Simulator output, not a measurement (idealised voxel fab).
A process module follows: voxel ribs on slabs.
Xsec cut, 220 nm wide, square cell size 5 nm.
When this document writes out a cross-section, it uses a grid of square cells and lists it as bands, beginning at the top and moving down, with a band standing for one or more rows of cells.
Band: top and bottom heights (nm) first, top before bottom; then materials from left to right, widths in nm. "edge to edge" marks a sole material filling the band edge to edge. "air" denotes empty space.
Height datum 0, below which the as-received substrate wafer is one material. Lowest band open at the bottom, running downward: "z 0 and below".
Top row gets the first number, bottom row gets the second, and each row in between changes by the same step: that is how a band width like "30 to 40" works.
A step reported as "everything unchanged" is a step in which no cell of the cross-section changed.
The list in "Closed void roster" covers empty spaces of 8 cells or more that cannot reach the top through any open way, and it gives each as width x height at distance; the distance is from the left edge, and width, height and distance are in nm.
Step line, after settings: the simulator's comment on this step.
Regarding "overlay nm": on a step with a mask, it is the distance the mask lay to the right of its planned place; a negative value places it to the left.
Steps in the process plan:
1) RECEIVE,material Si
2) DIRECTIONAL_DEP,material SiO2,thk nm 30
3) DIRECTIONAL_DEP,material polySi,thk nm 15
4) PATTERN,tone cover,mask id RIB,material resist,width nm 20,thk nm 15,overlay nm 0
5) DIRECTIONAL_ETCH,etch materials polySi,depth nm 10
6) STRIP,etch materials resist
7) MASKED_ETCH,tone cover,mask id SLAB,width nm 70,etch materials polySi,depth nm 5,overlay nm 0
8) FILL_DEP,material SiO2,thk nm 15
9) CMP,height nm 55
10) DIRECTIONAL_DEP,material TiN,thk nm 5
11) DIRECTIONAL_DEP,material aC,thk nm 15
12) PATTERN,tone cover,mask id HEATER,material resist,width nm 30,thk nm 35,overlay nm 0
13) DIRECTIONAL_ETCH,etch materials aC,depth nm 15
14) STRIP,etch materials resist
15) DIRECTIONAL_ETCH,etch materials TiN,depth nm 5
16) STRIP,etch materials aC
17) CONFORMAL_DEP,material SiO2,thk nm 5
As-received state of the wafer in cross-section, equivalent to post-step 1:
  z 0 and below = Si edge to edge
  Closed void roster: none
Wafer cross-section at module end: first of two, run to plan:
  z 65 to 60 = air 90, then SiO2 40, then air 90
  z 60 to 55 = SiO2 95, then TiN 30, then SiO2 95
  z 55 to 45 = SiO2 edge to edge
  z 45 to 35 = SiO2 100, then polySi 20, then SiO2 100
  z 35 to 30 = SiO2 75, then polySi 70, then SiO2 75
  z 30 to 0 = SiO2 edge to edge
  z 0 and below = Si edge to edge
  Closed void roster: none
Presented here is a cross-section of the second of the two wafers as it stood at the end of the module. It was started in the same manner and assigned the same plan as the first wafer; however, one mistake was made in its execution:
  z 65 to 60 = air 90, then SiO2 40, then air 90
  z 60 to 55 = SiO2 95, then TiN 30, then SiO2 95
  z 55 to 15 = SiO2 edge to edge
  z 15 to 0 = polySi edge to edge
  z 0 and below = Si edge to edge
  Closed void roster: none
Run error: the run placed steps 2 and 3 each in the position the plan gave to the other
Final cells, second wafer relative to first, materials higher or lower: SiO2 -110; polySi +110
